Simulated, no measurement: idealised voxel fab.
Presented below is a process module, voxel wiring stack.
It is cross-section cut that appears here, measuring 300 nm in width, its square cells being 5 nm in size.
Just so we're on the same page, the cross-sections are grids of square cells, and they're listed out in bands top to bottom, each band one or more rows deep.
Heights first: top, then bottom, in nm. Then materials, left to right, each with a width in nm. "everywhere" on a single material: fills the band edge to edge. "air": empty space.
The reference from which all heights are counted is 0, the level beneath which the as-received wafer is entirely one material; the lowest band, having no lower bound, proceeds downward and is written after the example "0 down".
Top row gets the first number, bottom row gets the second, and each row in between changes by the same step: that is how a band width like "30->40" works.
Take "nothing was modified" at face value: in the step it is given for, the cross-section changed in none of its cells.
The entry "Voids lacking openings" lists the empty spaces that cover at least 8 cells and have no open path to the top. Each is written as width x height at distance, where the distance is measured from the left edge and all three values are in nm.
That trailing text on a step's line, after the settings, is the simulator's own remark on the step.
overlay nm: mask right of planned place by this much (step with mask). Neg. = left.

### Intended process steps
step 1: RECEIVE [material Si]
step 2: CONFORMAL_DEP [material SiO2] [thk nm 10]
step 3: DIRECTIONAL_DEP [material TiN] [thk nm 5]
step 4: DIRECTIONAL_DEP [material W] [thk nm 15]
step 5: PATTERN [tone cover] [mask id METAL_1] [material resist] [width nm 30] [pitch nm 50] [thk nm 20] [overlay nm 0]
step 6: DIRECTIONAL_ETCH [etch materials W] [depth nm 15]
step 7: DIRECTIONAL_ETCH [etch materials TiN] [depth nm 5]
step 8: STRIP [etch materials resist]
step 9: FILL_DEP [material lowk] [thk nm 10]
step 10: CMP [height nm 30]
step 11: CONFORMAL_DEP [material SiCN] [thk nm 5]
step 12: DIRECTIONAL_DEP [material lowk] [thk nm 10]
step 13: PATTERN [tone open] [mask id PLUG_1] [material resist] [width nm 15] [pitch nm 50] [thk nm 20] [overlay nm 0]
step 14: DIRECTIONAL_ETCH [etch materials lowk] [depth nm 10]
step 15: DIRECTIONAL_ETCH [etch materials SiCN] [depth nm 5]
step 16: STRIP [etch materials resist]
step 17: EPI [material Ru] [thk nm 10]
step 18: EPI [material Ru] [thk nm 5]
step 19: CONFORMAL_DEP [material SiCN] [thk nm 5]
step 20: DIRECTIONAL_DEP [material SiO2] [thk nm 15]
step 21: DIRECTIONAL_DEP [material aC] [thk nm 10]
step 22: PATTERN [tone open] [mask id METAL_2] [material resist] [width nm 30] [pitch nm 50] [thk nm 30] [overlay nm 0]
step 23: DIRECTIONAL_ETCH [etch materials aC] [depth nm 10]
step 24: STRIP [etch materials resist]
step 25: DIRECTIONAL_ETCH [etch materials SiO2] [depth nm 15]
step 26: DIRECTIONAL_ETCH [etch materials SiCN] [depth nm 5]
step 27: STRIP [etch materials aC]
step 28: CONFORMAL_DEP [material TiN] [thk nm 5]
step 29: FILL_DEP [material Ru] [thk nm 10]
step 30: CMP [height nm 65]
step 31: EPI [material Ru] [thk nm 5]
step 32: FILL_DEP [material SiCN] [thk nm 5]
The wafers in this document start out alike and differ in the width nm applied at step 13; the plan shows the value used for the first wafer.

### Here's the first of the wafers in cross-section, just as we got it, i.e. after step 1
  0 down = Si everywhere
  Voids lacking openings: none

### What follows is a table in which each wafer occupies a row; for the wafer as it stands at the close of the module, the row states, material by material, how many cells have been gained (+) or lost (-) since receipt, and then gives its closed voids
width nm 15 | +87 Ru | +189 SiCN | +246 SiO2 | +54 TiN | +54 W | +270 lowk | Voids lacking openings: none
width nm 20 | +96 Ru | +186 SiCN | +246 SiO2 | +54 TiN | +54 W | +264 lowk | Voids lacking openings: none
width nm 25 | +105 Ru | +183 SiCN | +246 SiO2 | +54 TiN | +54 W | +258 lowk | Voids lacking openings: none
width nm 30 | +114 Ru | +180 SiCN | +246 SiO2 | +54 TiN | +54 W | +252 lowk | Voids lacking openings: none
